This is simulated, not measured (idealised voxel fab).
Herein follows the process module entitled voxel released beams.
For reference, the cross-section in this document is cut, with width 165 nm and square cells of 5 nm.
In this document a cross-section is written as a grid of square cells. It is given as a series of bands, listed from the top down, and a band is one or more rows of cells.
In this notation a band is specified by the heights of its top and bottom, in that order and in nm, after which its materials appear from left to right, each paired with its width in nm. The word "everywhere" attached to a single material means that material fills the band from edge to edge; the word "blank" stands for empty space.
Beneath 0, the wafer as received is one material, and that level is where height counting begins. The lowest band goes on downward without a bottom; it is written like "0 -> down".
Per-row width for "30..40": begins at first number (top row of band), ends at second number (bottom row), increment between rows held constant.
Where the words "identical to before" appear for a step, the cross-section shows no cell changed by that step; every cell remained as before.
Entry "Closed void roster" = empty spaces >= 8 cells with no open way to the top; each as width x height at distance, distance from left edge, all nm.
Where a step's line continues beyond its settings, the continuation is a remark by the simulator itself on that step.
overlay nm: right-of-plan distance of the mask on a masked step; negative values mean left-of-plan.

### Planned process steps
1,RECEIVE: material Si
2,CONFORMAL_DEP: material SiN, thk nm 10
3,DIRECTIONAL_DEP: material SiO2, thk nm 20
4,DIRECTIONAL_DEP: material aC, thk nm 15
5,PATTERN: tone open, mask id ANCHOR, material resist, width nm 35, thk nm 30, overlay nm 0
6,DIRECTIONAL_ETCH: etch materials aC, depth nm 15
7,STRIP: etch materials resist
8,DIRECTIONAL_ETCH: etch materials SiO2, depth nm 20
9,STRIP: etch materials aC
10,CONFORMAL_DEP: material polySi, thk nm 15
11,DIRECTIONAL_DEP: material aC, thk nm 15
12,PATTERN: tone cover, mask id BEAM, material resist, width nm 95, thk nm 35, overlay nm -15
13,DIRECTIONAL_ETCH: etch materials aC, depth nm 15
14,STRIP: etch materials resist
15,DIRECTIONAL_ETCH: etch materials polySi, depth nm 15
16,STRIP: etch materials aC
17,STRIP: etch materials SiO2
What sets these wafers apart? The overlay nm at step 12. They all start alike, and the plan carries the first wafer's value.

### The first of several wafers, as received after step 1, seen in section
0 -> down = Si everywhere
Closed void roster: none

### The table below has one row for each wafer; a row shows, as of the end of the module, how many cells of each material the wafer has gained, marked (+), or lost, marked (-), since it was received, and then the wafer's closed voids
overlay nm -15 | +66 SiN | +81 polySi | Closed void roster: none
overlay nm -10 | +66 SiN | +81 polySi | Closed void roster: none
overlay nm -5 | +66 SiN | +81 polySi | Closed void roster: none
overlay nm 0 | +66 SiN | +81 polySi | Closed void roster: none
overlay nm 5 | +66 SiN | +81 polySi | Closed void roster: none
overlay nm 10 | +66 SiN | +81 polySi | Closed void roster: none
overlay nm 15 | +66 SiN | +81 polySi | Closed void roster: none
